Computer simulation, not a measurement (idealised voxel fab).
process module | voxel released beams
cross-section cut | 190 nm wide | cells 5 nm
A cross-section is a grid of square cells, given in bands from the top down. A band is one or more rows of cells.
Each band's line starts with the height of the band's top and of its bottom, in nm. Then come its materials from left to right, each with its width in nm. One material with "throughout" fills the band from edge to edge. "air" is empty space.
Height 0 is the level under which the wafer as received is all one material. The lowest band goes on downwards, as in "0 down".
A width such as "30 to 40" changes by the same amount from each row of cells to the next, from the band's top row to its bottom row.
"no change" after a step means that no cell of the cross-section changed.
closed voids: empty space of 8 cells or more with no open way to the top, each as width x height at its distance from the left edge, in nm
after a step's settings: what the simulator itself notes on the step
overlay nm, on a step with a mask: how far to the right of its planned place the mask lay; to the left if negative
plan
1 op RECEIVE | material Si
2 op CONFORMAL_DEP | material SiN | thk nm 5
3 op DIRECTIONAL_DEP | material SiO2 | thk nm 20
4 op PATTERN | tone open | mask id ANCHOR | material resist | width nm 35 | thk nm 15 | overlay nm 0
5 op DIRECTIONAL_ETCH | etch materials SiO2 | depth nm 20
6 op STRIP | etch materials resist
7 op CONFORMAL_DEP | material W | thk nm 10
8 op PATTERN | tone cover | mask id BEAM | material resist | width nm 120 | thk nm 15 | overlay nm 0
9 op DIRECTIONAL_ETCH | etch materials W | depth nm 10
10 op STRIP | etch materials resist
11 op STRIP | etch materials SiO2
as received, after step 1
  0 down: Si throughout
  closed voids: none
first wafer at the end, as planned
  35 to 25: air 30 | W 15 | air 15 | W 90 | air 40
  25 to 15: air 35 | W 10 | air 15 | W 10 | air 120
  15 to 5: air 35 | W 35 | air 120
  5 to 0: SiN throughout
  0 down: Si throughout
  closed voids: none
second wafer at the end: like start, like plan, one mistake
  35 to 25: air 35 | W 10 | air 15 | W 90 | air 40
  25 to 15: air 35 | W 10 | air 15 | W 10 | air 120
  15 to 5: air 35 | W 35 | air 120
  5 to 0: SiN throughout
  0 down: Si throughout
  closed voids: none
what went wrong: step 8 ran as: op PATTERN | tone cover | mask id BEAM | material resist | width nm 115 | thk nm 15 | overlay nm 0
at the end the second wafer has, in cells: 2 fewer of W
